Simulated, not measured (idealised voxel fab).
The following process module bears the name voxel tone inversion.
This is section cut - it's 235 nm across, gridded in 5 nm square cells.
For the purposes of this document, a cross-section shall be understood as a grid of square cells, specified as bands listed in top-to-bottom order, each band consisting of one or more rows of cells. Heights first: top, then bottom, in nm. Then materials, left to right, each with a width in nm. "throughout" on a single material: fills the band edge to edge. "blank": empty space. Heights from 0 (as-received wafer is one material below). Bottom band endless downward, as "0 nm and below". Width "30 to 40": first value at the band's top row of cells, second value at its bottom row, equal change from row to row. Any step labelled "no alterations made" changed none of the cells in the cross-section. "Unvented internal voids": empty spaces of 8 cells or more with no open way to the top, each given as width x height at distance, distance from the left edge, all in nm. It should be noted that, on the line of a given step, the content following the step's settings is a remark produced by the simulator itself with respect to that step. On any step carrying a mask, the "overlay nm" setting, if present on the step's line, tells how far right of its planned place the mask lay; negative values point to the left.
The steps planned for the process are as follows
1,op RECEIVE | material Si
2,op CONFORMAL_DEP | material SiCN | thk nm 5
3,op DIRECTIONAL_DEP | material aC | thk nm 15
4,op PATTERN | tone cover | mask id POSTS | material resist | width nm 20 | pitch nm 45 | thk nm 25 | overlay nm 0
5,op DIRECTIONAL_ETCH | etch materials aC | depth nm 15
6,op STRIP | etch materials resist
7,op FILL_DEP | material SiO2 | thk nm 5
8,op CMP | height nm 20
9,op STRIP | etch materials aC
10,op CONFORMAL_DEP | material TiN | thk nm 5
11,op FILL_DEP | material W | thk nm 10
12,op CMP | height nm 20
13,op CONFORMAL_DEP | material SiN | thk nm 5
Across this set of wafers, the varied parameter is the depth nm of step 5. Starting conditions are identical for every wafer, and the plan reports the value assigned to the first wafer.
Received wafers, first of several: cross-section after step 1
> 0 nm and below | Si throughout
> Unvented internal voids: none
End of module, by wafer: material-by-material cell gain (+) or loss (-) since receipt, then closed voids
depth nm 15; +47 SiCN; +47 SiN; +117 SiO2; +16 TiN; +8 W; Unvented internal voids: none
depth nm 20; +47 SiCN; +47 SiN; +117 SiO2; +16 TiN; +8 W; Unvented internal voids: none
depth nm 25; +47 SiCN; +47 SiN; +117 SiO2; +16 TiN; +8 W; Unvented internal voids: none
depth nm 30; +47 SiCN; +47 SiN; +125 SiO2; +16 aC; Unvented internal voids: none
